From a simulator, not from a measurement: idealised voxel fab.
process module | voxel ribs on slabs
cross-section cut | 290 nm wide | cells 5 nm
A cross-section is a grid of square cells, given in bands from the top down. A band is one or more rows of cells.
Each band's line starts with the height of the band's top and of its bottom, in nm. Then come its materials from left to right, each with its width in nm. One material with "throughout" fills the band from edge to edge. "air" is empty space.
Height 0 is the level under which the wafer as received is all one material. The lowest band goes on downwards, as in "0 down".
A width such as "30 to 40" changes by the same amount from each row of cells to the next, from the band's top row to its bottom row.
"no change" after a step means that no cell of the cross-section changed.
closed voids: empty space of 8 cells or more with no open way to the top, each as width x height at its distance from the left edge, in nm
after a step's settings: what the simulator itself notes on the step
overlay nm, on a step with a mask: how far to the right of its planned place the mask lay; to the left if negative
plan
1 op RECEIVE | material Si
2 op DIRECTIONAL_DEP | material SiO2 | thk nm 30
3 op DIRECTIONAL_DEP | material polySi | thk nm 20
4 op DIRECTIONAL_DEP | material aC | thk nm 15
5 op PATTERN | tone cover | mask id RIB | material resist | width nm 25 | thk nm 30 | overlay nm 0
6 op DIRECTIONAL_ETCH | etch materials aC | depth nm 15
7 op STRIP | etch materials resist
8 op DIRECTIONAL_ETCH | etch materials polySi | depth nm 10
9 op STRIP | etch materials aC
10 op MASKED_ETCH | tone cover | mask id SLAB | width nm 65 | etch materials polySi | depth nm 10 | overlay nm 0
11 op FILL_DEP | material SiO2 | thk nm 30
12 op CMP | height nm 70
13 op DIRECTIONAL_DEP | material W | thk nm 10
14 op DIRECTIONAL_DEP | material aC | thk nm 15
15 op PATTERN | tone cover | mask id HEATER | material resist | width nm 35 | thk nm 35 | overlay nm 0
16 op DIRECTIONAL_ETCH | etch materials aC | depth nm 15
17 op STRIP | etch materials resist
18 op DIRECTIONAL_ETCH | etch materials W | depth nm 10
19 op STRIP | etch materials aC
20 op CONFORMAL_DEP | material SiO2 | thk nm 10
first wafer, as planned
as received, after step 1
  0 down: Si throughout
  closed voids: none
after step 2
  30 to 0: SiO2 throughout
  below 0: unchanged
after step 3
  50 to 30: polySi throughout
  below 30: unchanged
after step 4
  65 to 50: aC throughout
  below 50: unchanged
after step 5
  95 to 65: air 130 | resist 25 | air 135
  below 65: unchanged
after step 6
  80 to 65: air 130 | resist 25 | air 135
  65 to 50: air 130 | aC 25 | air 135
  below 50: unchanged
after step 7
  65 to 50: air 130 | aC 25 | air 135
  below 50: unchanged
after step 8
  65 to 50: air 130 | aC 25 | air 135
  50 to 40: air 130 | polySi 25 | air 135
  below 40: unchanged
after step 9
  50 to 40: air 130 | polySi 25 | air 135
  below 40: unchanged
after step 10
  50 to 40: air 130 | polySi 25 | air 135
  40 to 30: air 110 | polySi 65 | air 115
  below 30: unchanged
after step 11
  80 to 50: SiO2 throughout
  50 to 40: SiO2 130 | polySi 25 | SiO2 135
  40 to 30: SiO2 110 | polySi 65 | SiO2 115
  below 30: unchanged
after step 12
  70 to 50: SiO2 throughout
  below 50: unchanged
after step 13
  80 to 70: W throughout
  below 70: unchanged
after step 14
  95 to 80: aC throughout
  below 80: unchanged
after step 15
  130 to 95: air 125 | resist 35 | air 130
  below 95: unchanged
after step 16
  115 to 95: air 125 | resist 35 | air 130
  95 to 80: air 125 | aC 35 | air 130
  below 80: unchanged
after step 17
  95 to 80: air 125 | aC 35 | air 130
  below 80: unchanged
after step 18
  95 to 80: air 125 | aC 35 | air 130
  80 to 70: air 125 | W 35 | air 130
  below 70: unchanged
after step 19
  80 to 70: air 125 | W 35 | air 130
  below 70: unchanged
after step 20
  90 to 80: air 115 | SiO2 55 | air 120
  80 to 70: SiO2 125 | W 35 | SiO2 130
  below 70: unchanged
second wafer: like start, like plan, one mistake. Through step 2 it matches the first wafer
when step 3 should have ended
  45 to 30: aC throughout
  below 30: unchanged
when step 4 should have ended
  65 to 45: polySi throughout
  below 45: unchanged
when step 5 should have ended
  95 to 65: air 130 | resist 25 | air 135
  below 65: unchanged
when step 6 should have ended
  80 to 65: air 130 | resist 25 | air 135
  below 65: unchanged
when step 7 should have ended
  65 to 45: polySi throughout
  below 45: unchanged
when step 8 should have ended
  55 to 45: polySi throughout
  below 45: unchanged
when step 9 should have ended: no change
when step 10 should have ended
  55 to 45: air 110 | polySi 65 | air 115
  below 45: unchanged
when step 11 should have ended
  85 to 55: SiO2 throughout
  55 to 45: SiO2 110 | polySi 65 | SiO2 115
  below 45: unchanged
when step 12 should have ended
  70 to 55: SiO2 throughout
  below 55: unchanged
when step 13 should have ended
  80 to 70: W throughout
  below 70: unchanged
when step 14 should have ended
  95 to 80: aC throughout
  below 80: unchanged
when step 15 should have ended
  130 to 95: air 125 | resist 35 | air 130
  below 95: unchanged
when step 16 should have ended
  115 to 95: air 125 | resist 35 | air 130
  95 to 80: air 125 | aC 35 | air 130
  below 80: unchanged
when step 17 should have ended
  95 to 80: air 125 | aC 35 | air 130
  below 80: unchanged
when step 18 should have ended
  95 to 80: air 125 | aC 35 | air 130
  80 to 70: air 125 | W 35 | air 130
  below 70: unchanged
when step 19 should have ended
  80 to 70: air 125 | W 35 | air 130
  below 70: unchanged
when step 20 should have ended
  90 to 80: air 115 | SiO2 55 | air 120
  80 to 70: SiO2 125 | W 35 | SiO2 130
  below 70: unchanged
what went wrong: steps 3 and 4 were swapped
at the end the second wafer has, in cells: 164 fewer of SiO2 | 174 more of aC | 10 fewer of polySi
